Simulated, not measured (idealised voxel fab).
process module | voxel self aligned contacts
cross-section cut | 235 nm wide | cells 5 nm
A cross-section is a grid of square cells, given in bands from the top down. A band is one or more rows of cells.
Each band's line starts with the height of the band's top and of its bottom, in nm. Then come its materials from left to right, each with its width in nm. One material with "throughout" fills the band from edge to edge. "air" is empty space.
Height 0 is the level under which the wafer as received is all one material. The lowest band goes on downwards, as in "0 down".
A width such as "30 to 40" changes by the same amount from each row of cells to the next, from the band's top row to its bottom row.
"no change" after a step means that no cell of the cross-section changed.
closed voids: empty space of 8 cells or more with no open way to the top, each as width x height at its distance from the left edge, in nm
after a step's settings: what the simulator itself notes on the step
overlay nm, on a step with a mask: how far to the right of its planned place the mask lay; to the left if negative
plan
1 op RECEIVE | material Si
2 op OXIDIZE | depth nm 5
3 op DIRECTIONAL_DEP | material polySi | thk nm 25
4 op DIRECTIONAL_DEP | material SiN | thk nm 15
5 op PATTERN | tone cover | mask id GATE | material resist | width nm 30 | pitch nm 65 | thk nm 15 | overlay nm 0
6 op DIRECTIONAL_ETCH | etch materials SiN | depth nm 15
7 op DIRECTIONAL_ETCH | etch materials polySi | depth nm 25
8 op STRIP | etch materials resist
9 op CONFORMAL_DEP | material SiN | thk nm 5
10 op DIRECTIONAL_ETCH | etch materials SiN | depth nm 5
11 op FILL_DEP | material SiO2 | thk nm 15
12 op CMP | height nm 45
13 op DIRECTIONAL_DEP | material aC | thk nm 15
14 op PATTERN | tone open | mask id CONTACT | material resist | width nm 45 | pitch nm 65 | thk nm 30 | overlay nm 0
15 op DIRECTIONAL_ETCH | etch materials aC | depth nm 15
16 op STRIP | etch materials resist
17 op DIRECTIONAL_ETCH | etch materials SiO2 | depth nm 50
18 op STRIP | etch materials aC
19 op CONFORMAL_DEP | material TiN | thk nm 5
20 op FILL_DEP | material Ru | thk nm 10
21 op CMP | height nm 45
22 op CONFORMAL_DEP | material SiCN | thk nm 5
first wafer, as planned
as received, after step 1
  0 down: Si throughout
  closed voids: none
after step 2
  0 to -5: SiO2 throughout
  below -5: unchanged
after step 3
  25 to 0: polySi throughout
  below 0: unchanged
after step 4
  40 to 25: SiN throughout
  below 25: unchanged
after step 5
  55 to 40: air 35 | resist 30 | air 35 | resist 30 | air 35 | resist 30 | air 40
  below 40: unchanged
after step 6
  55 to 40: air 35 | resist 30 | air 35 | resist 30 | air 35 | resist 30 | air 40
  40 to 25: air 35 | SiN 30 | air 35 | SiN 30 | air 35 | SiN 30 | air 40
  below 25: unchanged
after step 7
  55 to 40: air 35 | resist 30 | air 35 | resist 30 | air 35 | resist 30 | air 40
  40 to 25: air 35 | SiN 30 | air 35 | SiN 30 | air 35 | SiN 30 | air 40
  25 to 0: air 35 | polySi 30 | air 35 | polySi 30 | air 35 | polySi 30 | air 40
  below 0: unchanged
after step 8
  40 to 25: air 35 | SiN 30 | air 35 | SiN 30 | air 35 | SiN 30 | air 40
  below 25: unchanged
after step 9
  45 to 25: air 30 | SiN 40 | air 25 | SiN 40 | air 25 | SiN 40 | air 35
  25 to 5: air 30 | SiN 5 | polySi 30 | SiN 5 | air 25 | SiN 5 | polySi 30 | SiN 5 | air 25 | SiN 5 | polySi 30 | SiN 5 | air 35
  5 to 0: SiN 35 | polySi 30 | SiN 35 | polySi 30 | SiN 35 | polySi 30 | SiN 40
  below 0: unchanged
after step 10
  40 to 25: air 30 | SiN 40 | air 25 | SiN 40 | air 25 | SiN 40 | air 35
  25 to 0: air 30 | SiN 5 | polySi 30 | SiN 5 | air 25 | SiN 5 | polySi 30 | SiN 5 | air 25 | SiN 5 | polySi 30 | SiN 5 | air 35
  below 0: unchanged
after step 11
  55 to 40: SiO2 throughout
  40 to 25: SiO2 30 | SiN 40 | SiO2 25 | SiN 40 | SiO2 25 | SiN 40 | SiO2 35
  25 to 0: SiO2 30 | SiN 5 | polySi 30 | SiN 5 | SiO2 25 | SiN 5 | polySi 30 | SiN 5 | SiO2 25 | SiN 5 | polySi 30 | SiN 5 | SiO2 35
  below 0: unchanged
after step 12
  45 to 40: SiO2 throughout
  below 40: unchanged
after step 13
  60 to 45: aC throughout
  below 45: unchanged
after step 14
  90 to 60: resist 60 | air 45 | resist 20 | air 45 | resist 65
  below 60: unchanged
after step 15
  75 to 60: resist 60 | air 45 | resist 20 | air 45 | resist 65
  60 to 45: aC 60 | air 45 | aC 20 | air 45 | aC 65
  below 45: unchanged
after step 16
  60 to 45: aC 60 | air 45 | aC 20 | air 45 | aC 65
  below 45: unchanged
after step 17
  60 to 45: aC 60 | air 45 | aC 20 | air 45 | aC 65
  45 to 40: SiO2 60 | air 45 | SiO2 20 | air 45 | SiO2 65
  40 to 25: SiO2 30 | SiN 40 | air 25 | SiN 40 | air 25 | SiN 40 | SiO2 35
  25 to 0: SiO2 30 | SiN 5 | polySi 30 | SiN 5 | air 25 | SiN 5 | polySi 30 | SiN 5 | air 25 | SiN 5 | polySi 30 | SiN 5 | SiO2 35
  0 to -5: SiO2 70 | air 25 | SiO2 40 | air 25 | SiO2 75
  below -5: unchanged
after step 18
  45 to 40: SiO2 60 | air 45 | SiO2 20 | air 45 | SiO2 65
  below 40: unchanged
after step 19
  50 to 45: TiN 65 | air 35 | TiN 30 | air 35 | TiN 70
  45 to 40: SiO2 60 | TiN 15 | air 15 | TiN 15 | SiO2 20 | TiN 15 | air 15 | TiN 15 | SiO2 65
  40 to 25: SiO2 30 | SiN 40 | TiN 5 | air 15 | TiN 5 | SiN 40 | TiN 5 | air 15 | TiN 5 | SiN 40 | SiO2 35
  25 to 0: SiO2 30 | SiN 5 | polySi 30 | SiN 5 | TiN 5 | air 15 | TiN 5 | SiN 5 | polySi 30 | SiN 5 | TiN 5 | air 15 | TiN 5 | SiN 5 | polySi 30 | SiN 5 | SiO2 35
  0 to -5: SiO2 70 | TiN 25 | SiO2 40 | TiN 25 | SiO2 75
  below -5: unchanged
after step 20
  60 to 50: Ru throughout
  50 to 45: TiN 65 | Ru 35 | TiN 30 | Ru 35 | TiN 70
  45 to 40: SiO2 60 | TiN 15 | Ru 15 | TiN 15 | SiO2 20 | TiN 15 | Ru 15 | TiN 15 | SiO2 65
  40 to 25: SiO2 30 | SiN 40 | TiN 5 | Ru 15 | TiN 5 | SiN 40 | TiN 5 | Ru 15 | TiN 5 | SiN 40 | SiO2 35
  25 to 0: SiO2 30 | SiN 5 | polySi 30 | SiN 5 | TiN 5 | Ru 15 | TiN 5 | SiN 5 | polySi 30 | SiN 5 | TiN 5 | Ru 15 | TiN 5 | SiN 5 | polySi 30 | SiN 5 | SiO2 35
  below 0: unchanged
after step 21
  45 to 40: SiO2 60 | TiN 15 | Ru 15 | TiN 15 | SiO2 20 | TiN 15 | Ru 15 | TiN 15 | SiO2 65
  below 40: unchanged
after step 22
  50 to 45: SiCN throughout
  below 45: unchanged
second wafer: like start, like plan, one mistake. Through step 4 it matches the first wafer
when step 5 should have ended
  55 to 40: air 30 | resist 40 | air 25 | resist 40 | air 25 | resist 40 | air 35
  below 40: unchanged
when step 6 should have ended
  55 to 40: air 30 | resist 40 | air 25 | resist 40 | air 25 | resist 40 | air 35
  40 to 25: air 30 | SiN 40 | air 25 | SiN 40 | air 25 | SiN 40 | air 35
  below 25: unchanged
when step 7 should have ended
  55 to 40: air 30 | resist 40 | air 25 | resist 40 | air 25 | resist 40 | air 35
  40 to 25: air 30 | SiN 40 | air 25 | SiN 40 | air 25 | SiN 40 | air 35
  25 to 0: air 30 | polySi 40 | air 25 | polySi 40 | air 25 | polySi 40 | air 35
  below 0: unchanged
when step 8 should have ended
  40 to 25: air 30 | SiN 40 | air 25 | SiN 40 | air 25 | SiN 40 | air 35
  below 25: unchanged
when step 9 should have ended
  45 to 25: air 25 | SiN 50 | air 15 | SiN 50 | air 15 | SiN 50 | air 30
  25 to 5: air 25 | SiN 5 | polySi 40 | SiN 5 | air 15 | SiN 5 | polySi 40 | SiN 5 | air 15 | SiN 5 | polySi 40 | SiN 5 | air 30
  5 to 0: SiN 30 | polySi 40 | SiN 25 | polySi 40 | SiN 25 | polySi 40 | SiN 35
  below 0: unchanged
when step 10 should have ended
  40 to 25: air 25 | SiN 50 | air 15 | SiN 50 | air 15 | SiN 50 | air 30
  25 to 0: air 25 | SiN 5 | polySi 40 | SiN 5 | air 15 | SiN 5 | polySi 40 | SiN 5 | air 15 | SiN 5 | polySi 40 | SiN 5 | air 30
  below 0: unchanged
when step 11 should have ended
  55 to 40: SiO2 throughout
  40 to 25: SiO2 25 | SiN 50 | SiO2 15 | SiN 50 | SiO2 15 | SiN 50 | SiO2 30
  25 to 0: SiO2 25 | SiN 5 | polySi 40 | SiN 5 | SiO2 15 | SiN 5 | polySi 40 | SiN 5 | SiO2 15 | SiN 5 | polySi 40 | SiN 5 | SiO2 30
  below 0: unchanged
when step 12 should have ended
  45 to 40: SiO2 throughout
  below 40: unchanged
when step 13 should have ended
  60 to 45: aC throughout
  below 45: unchanged
when step 14 should have ended
  90 to 60: resist 60 | air 45 | resist 20 | air 45 | resist 65
  below 60: unchanged
when step 15 should have ended
  75 to 60: resist 60 | air 45 | resist 20 | air 45 | resist 65
  60 to 45: aC 60 | air 45 | aC 20 | air 45 | aC 65
  below 45: unchanged
when step 16 should have ended
  60 to 45: aC 60 | air 45 | aC 20 | air 45 | aC 65
  below 45: unchanged
when step 17 should have ended
  60 to 45: aC 60 | air 45 | aC 20 | air 45 | aC 65
  45 to 40: SiO2 60 | air 45 | SiO2 20 | air 45 | SiO2 65
  40 to 25: SiO2 25 | SiN 50 | air 15 | SiN 50 | air 15 | SiN 50 | SiO2 30
  25 to 0: SiO2 25 | SiN 5 | polySi 40 | SiN 5 | air 15 | SiN 5 | polySi 40 | SiN 5 | air 15 | SiN 5 | polySi 40 | SiN 5 | SiO2 30
  0 to -5: SiO2 75 | air 15 | SiO2 50 | air 15 | SiO2 80
  below -5: unchanged
when step 18 should have ended
  45 to 40: SiO2 60 | air 45 | SiO2 20 | air 45 | SiO2 65
  below 40: unchanged
when step 19 should have ended
  50 to 45: TiN 65 | air 35 | TiN 30 | air 35 | TiN 70
  45 to 40: SiO2 60 | TiN 20 | air 5 | TiN 20 | SiO2 20 | TiN 20 | air 5 | TiN 20 | SiO2 65
  40 to 25: SiO2 25 | SiN 50 | TiN 5 | air 5 | TiN 5 | SiN 50 | TiN 5 | air 5 | TiN 5 | SiN 50 | SiO2 30
  25 to 0: SiO2 25 | SiN 5 | polySi 40 | SiN 5 | TiN 5 | air 5 | TiN 5 | SiN 5 | polySi 40 | SiN 5 | TiN 5 | air 5 | TiN 5 | SiN 5 | polySi 40 | SiN 5 | SiO2 30
  0 to -5: SiO2 75 | TiN 15 | SiO2 50 | TiN 15 | SiO2 80
  below -5: unchanged
when step 20 should have ended
  60 to 50: Ru throughout
  50 to 45: TiN 65 | Ru 35 | TiN 30 | Ru 35 | TiN 70
  45 to 40: SiO2 60 | TiN 20 | Ru 5 | TiN 20 | SiO2 20 | TiN 20 | Ru 5 | TiN 20 | SiO2 65
  40 to 25: SiO2 25 | SiN 50 | TiN 5 | Ru 5 | TiN 5 | SiN 50 | TiN 5 | Ru 5 | TiN 5 | SiN 50 | SiO2 30
  25 to 0: SiO2 25 | SiN 5 | polySi 40 | SiN 5 | TiN 5 | Ru 5 | TiN 5 | SiN 5 | polySi 40 | SiN 5 | TiN 5 | Ru 5 | TiN 5 | SiN 5 | polySi 40 | SiN 5 | SiO2 30
  below 0: unchanged
when step 21 should have ended
  45 to 40: SiO2 60 | TiN 20 | Ru 5 | TiN 20 | SiO2 20 | TiN 20 | Ru 5 | TiN 20 | SiO2 65
  below 40: unchanged
when step 22 should have ended
  50 to 45: SiCN throughout
  below 45: unchanged
what went wrong: step 5 ran as: op PATTERN | tone cover | mask id GATE | material resist | width nm 40 | pitch nm 65 | thk nm 15 | overlay nm 0
at the end the second wafer has, in cells: 36 fewer of Ru | 18 more of SiN | 12 fewer of SiO2 | 30 more of polySi
